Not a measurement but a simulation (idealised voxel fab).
Documented hereafter: the process module known as voxel gate over fins.
The width of the displayed cross-section, cut, is 185 nm; its cells are square, with a size of 5 nm.
Throughout this document, each cross-section is represented as a grid of square cells and is presented as a sequence of bands enumerated from the top downward, where a band comprises one or more rows of cells. It is stipulated that each band's entry specify, in nanometres, the height of the top of the band and then that of its bottom, followed by the materials of the band in left-to-right sequence, each together with its width in nanometres. A single material marked by the word "full width" is understood to fill the band from edge to edge; the word "blank" is understood to denote empty space. Where do heights start? At 0: under that level the wafer as delivered is made of one material only. And the lowest band has no floor; it just carries on downward, as in "0 down". A width given as "30 to 40" starts at the first number in the band's top row and ends at the second number in its bottom row, shifting by an equal amount at every step from row to row. It should be understood that the words "same as before", when stated for a given step, signify that the cross-section underwent no change in any of its cells during that step. Enclosed voids (no open way to top), threshold 8 cells or more, entry "Catalogued sealed voids", notation width x height at distance, distance from left edge, nm. Text after the settings on a step's line: the simulator's own remark on that step. overlay nm: mask offset rightward from planned place, masked step; negative means leftward offset.

**Process steps (planned)**
1) RECEIVE, material Si
2) CONFORMAL_DEP, material SiN, thk nm 5
3) PATTERN, tone cover, mask id FINS, material resist, width nm 15, pitch nm 35, thk nm 20, overlay nm 0
4) DIRECTIONAL_ETCH, etch materials SiN, depth nm 5
5) DIRECTIONAL_ETCH, etch materials Si, depth nm 30
6) STRIP, etch materials resist
7) FILL_DEP, material SiO2, thk nm 10
8) CMP, height nm 5
9) SELECTIVE_ETCH, etch materials SiO2, depth nm 15
10) STRIP, etch materials SiN
11) CONFORMAL_DEP, material HfO2, thk nm 5
12) CONFORMAL_DEP, material TiN, thk nm 5
13) FILL_DEP, material W, thk nm 10
14) CMP, height nm 15
15) CONFORMAL_DEP, material SiCN, thk nm 10
For this document, wafers share an identical start and vary in the step 5 depth nm; the plan quotes the first wafer's value.

**first wafer as received, after step 1**
  0 down | Si full width
  Catalogued sealed voids: none

**After the module's final step, step 15: the first of several wafers in cross-section**
  25 to 15 | SiCN full width
  15 to 10 | W full width
  10 to 5 | W=40 | TiN=105 | W=40
  5 to 0 | W=40 | TiN=5 | HfO2=25 | TiN=10 | HfO2=25 | TiN=10 | HfO2=25 | TiN=5 | W=40
  0 to -5 | TiN=45 | HfO2=5 | Si=15 | HfO2=5 | TiN=10 | HfO2=5 | Si=15 | HfO2=5 | TiN=10 | HfO2=5 | Si=15 | HfO2=5 | TiN=45
  -5 to -10 | HfO2=50 | Si=15 | HfO2=20 | Si=15 | HfO2=20 | Si=15 | HfO2=50
  -10 to -30 | SiO2=50 | Si=15 | SiO2=20 | Si=15 | SiO2=20 | Si=15 | SiO2=50
  -30 down | Si full width
  Catalogued sealed voids: none

**Here's the last wafer cross-sectioned at the end of the module**
  25 to 15 | SiCN full width
  15 to 10 | W full width
  10 to 5 | W=40 | TiN=105 | W=40
  5 to 0 | W=40 | TiN=5 | HfO2=25 | TiN=10 | HfO2=25 | TiN=10 | HfO2=25 | TiN=5 | W=40
  0 to -5 | TiN=45 | HfO2=5 | Si=15 | HfO2=5 | TiN=10 | HfO2=5 | Si=15 | HfO2=5 | TiN=10 | HfO2=5 | Si=15 | HfO2=5 | TiN=45
  -5 to -10 | HfO2=50 | Si=15 | HfO2=20 | Si=15 | HfO2=20 | Si=15 | HfO2=50
  -10 to -55 | SiO2=50 | Si=15 | SiO2=20 | Si=15 | SiO2=20 | Si=15 | SiO2=50
  -55 down | Si full width
  Catalogued sealed voids: none

**Take any row and you have a wafer at the end of the module: how many cells of each material it has gained (+) or lost (-) since it was received, and then its closed voids**
depth nm 30; +49 HfO2; -168 Si; +74 SiCN; +112 SiO2; +49 TiN; +69 W; Catalogued sealed voids: none
depth nm 35; +49 HfO2; -196 Si; +74 SiCN; +140 SiO2; +49 TiN; +69 W; Catalogued sealed voids: none
depth nm 40; +49 HfO2; -224 Si; +74 SiCN; +168 SiO2; +49 TiN; +69 W; Catalogued sealed voids: none
depth nm 45; +49 HfO2; -252 Si; +74 SiCN; +196 SiO2; +49 TiN; +69 W; Catalogued sealed voids: none
depth nm 50; +49 HfO2; -280 Si; +74 SiCN; +224 SiO2; +49 TiN; +69 W; Catalogued sealed voids: none
depth nm 55; +49 HfO2; -308 Si; +74 SiCN; +252 SiO2; +49 TiN; +69 W; Catalogued sealed voids: none
